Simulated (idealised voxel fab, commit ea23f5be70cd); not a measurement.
Process module heading - voxel ribs on slabs
This is section cut - it's 140 nm across, gridded in 5 nm square cells.
Cross-section = grid of square cells, listed top down in bands; band = one or more rows.
The band entry comprises the height of the band's top followed by the height of its bottom, expressed in nm, and subsequently the band's materials from left to right, each stated together with its width in nm. Where a single material is marked with the word "everywhere", that material fills the band from edge to edge. The word "empty" represents empty space.
Counting heights begins at 0, where everything beneath is, in the wafer as received, one material. The lowest band has no bottom; it goes on downwards, as "0 and below" shows.
Note: "30 to 40" means the width goes from the first number (top row of the band) to the second number (bottom row) in equal steps per row of cells.
Take "nothing changed" at face value: in the step it is given for, the cross-section changed in none of its cells.
You'll see "Closed void register" listing empty spaces that have no way open to the top, as long as they're 8 cells or more; the notation is width x height at distance, where the distance is from the left edge, and all of it is in nm.
Whatever follows a step's settings on its line is a remark the simulator itself makes about that step.
On any step carrying a mask, the "overlay nm" setting, if present on the step's line, tells how far right of its planned place the mask lay; negative values point to the left.

**Planned process steps**
| 1 | RECEIVE: material Si |
| 2 | DIRECTIONAL_DEP: material SiO2, thk nm 20 |
| 3 | DIRECTIONAL_DEP: material polySi, thk nm 25 |
| 4 | PATTERN: tone cover, mask id RIB, material resist, width nm 30, thk nm 15, overlay nm 0 |
| 5 | DIRECTIONAL_ETCH: etch materials polySi, depth nm 5 |
| 6 | STRIP: etch materials resist |
| 7 | DIRECTIONAL_DEP: material aC, thk nm 15 |
| 8 | PATTERN: tone cover, mask id SLAB, material resist, width nm 90, thk nm 30, overlay nm 0 |
| 9 | DIRECTIONAL_ETCH: etch materials aC, depth nm 15 |
| 10 | STRIP: etch materials resist |
| 11 | DIRECTIONAL_ETCH: etch materials polySi, depth nm 15 |
| 12 | STRIP: etch materials aC |
| 13 | FILL_DEP: material SiO2, thk nm 25 |
| 14 | CMP: height nm 60 |
| 15 | DIRECTIONAL_DEP: material W, thk nm 10 |
| 16 | MASKED_ETCH: tone cover, mask id HEATER, width nm 40, etch materials W, depth nm 10, overlay nm 0 |
| 17 | CONFORMAL_DEP: material SiN, thk nm 10 |
The wafers are alike at the start. At step 5, their depth nm differs. The plan lists the first wafer's value.

**Sectional view: first of several wafers, as received, after step 1**
* 0 and below = Si everywhere
* Closed void register: none

**First wafer of several, cross-section, module end, after step 17 (last)**
* 80 down to 70 = 40 empty, then 60 SiN, then 40 empty
* 70 down to 60 = 50 SiN, then 40 W, then 50 SiN
* 60 down to 45 = SiO2 everywhere
* 45 down to 40 = 55 SiO2, then 30 polySi, then 55 SiO2
* 40 down to 25 = 25 SiO2, then 90 polySi, then 25 SiO2
* 25 down to 20 = polySi everywhere
* 20 down to 0 = SiO2 everywhere
* 0 and below = Si everywhere
* Closed void register: none

**Final wafer cross-section at module end**
* 80 down to 70 = 40 empty, then 60 SiN, then 40 empty
* 70 down to 60 = 50 SiN, then 40 W, then 50 SiN
* 60 down to 45 = SiO2 everywhere
* 45 down to 20 = 55 SiO2, then 30 polySi, then 55 SiO2
* 20 down to 0 = SiO2 everywhere
* 0 and below = Si everywhere
* Closed void register: none

**Below is a per-wafer table. In it, each row describes the wafer at the end of the module by giving, for each material, the number of cells gained (+) or lost (-) since the wafer was received, and after that the closed voids of the wafer**
depth nm 5; +64 SiN; +248 SiO2; +16 W; +88 polySi; Closed void register: none
depth nm 10; +64 SiN; +270 SiO2; +16 W; +66 polySi; Closed void register: none
depth nm 15; +64 SiN; +282 SiO2; +16 W; +54 polySi; Closed void register: none
depth nm 20; +64 SiN; +294 SiO2; +16 W; +42 polySi; Closed void register: none
depth nm 25; +64 SiN; +306 SiO2; +16 W; +30 polySi; Closed void register: none
